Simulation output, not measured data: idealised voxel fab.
Documented hereafter: the process module known as voxel plated lines.
Each square cell in cross-section cut measures 5 nm, and the section as a whole is 225 nm wide.
Think of the cross-section as a grid of square cells. We describe it in bands, top to bottom, and each band covers one or more rows of those cells. The entry gives the band's vertical extent as a top height and a bottom height in nm, then its horizontal make-up as materials from left to right, each with a width in nm. "blank" stands for empty space; a single material marked "edge to edge" fills the band edge to edge. Where do heights start? At 0: under that level the wafer as delivered is made of one material only. And the lowest band has no floor; it just carries on downward, as in "0..down". With a width like "30 to 40", each row of cells in the band differs from the next by the same amount, the top row carrying the first number and the bottom row the second. "nothing got changed", as given for a step, is the statement that not any cell of the cross-section underwent a change during that step. Sealed-off cavities: empty space of 8 cells or more with no open way to the top, each as width x height at its distance from the left edge, in nm. after a step's settings: what the simulator itself notes on the step. A step's line can hold "overlay nm"; with a mask on that step, the setting says how far right of the planned place the mask lay, while a negative setting says it lay to the left.

# Process steps foreseen in the plan
- 1: RECEIVE,material Si
- 2: CONFORMAL_DEP,material Al2O3,thk nm 10
- 3: DIRECTIONAL_DEP,material TiN,thk nm 5
- 4: PATTERN,tone open,mask id LINES,material resist,width nm 15,pitch nm 40,thk nm 30,overlay nm 0
- 5: EPI,material Ru,thk nm 5
- 6: EPI,material Ru,thk nm 5
- 7: STRIP,etch materials resist
- 8: DIRECTIONAL_ETCH,etch materials TiN,depth nm 5
- 9: CONFORMAL_DEP,material SiO2,thk nm 10

# Incoming wafer, cross-sectional view, post step 1
	0..down = Si edge to edge
	Sealed-off cavities: none

# One mistake in running the module, otherwise start and plan as above: cross-section at the end
	35..25 = blank 70, then SiO2 85, then blank 70
	25..20 = blank 70, then SiO2 10, then Ru 25, then SiO2 15, then Ru 25, then SiO2 10, then blank 70
	20..15 = SiO2 80, then Ru 25, then SiO2 15, then Ru 25, then SiO2 80
	15..10 = SiO2 80, then TiN 25, then SiO2 15, then TiN 25, then SiO2 80
	10..0 = Al2O3 edge to edge
	0..down = Si edge to edge
	Sealed-off cavities: none
What was done differently from what was planned? heads up, step 4 didn't go per plan, it actually ran as PATTERN,tone open,mask id LINES,material resist,width nm 25,pitch nm 40,thk nm 30,overlay nm 0
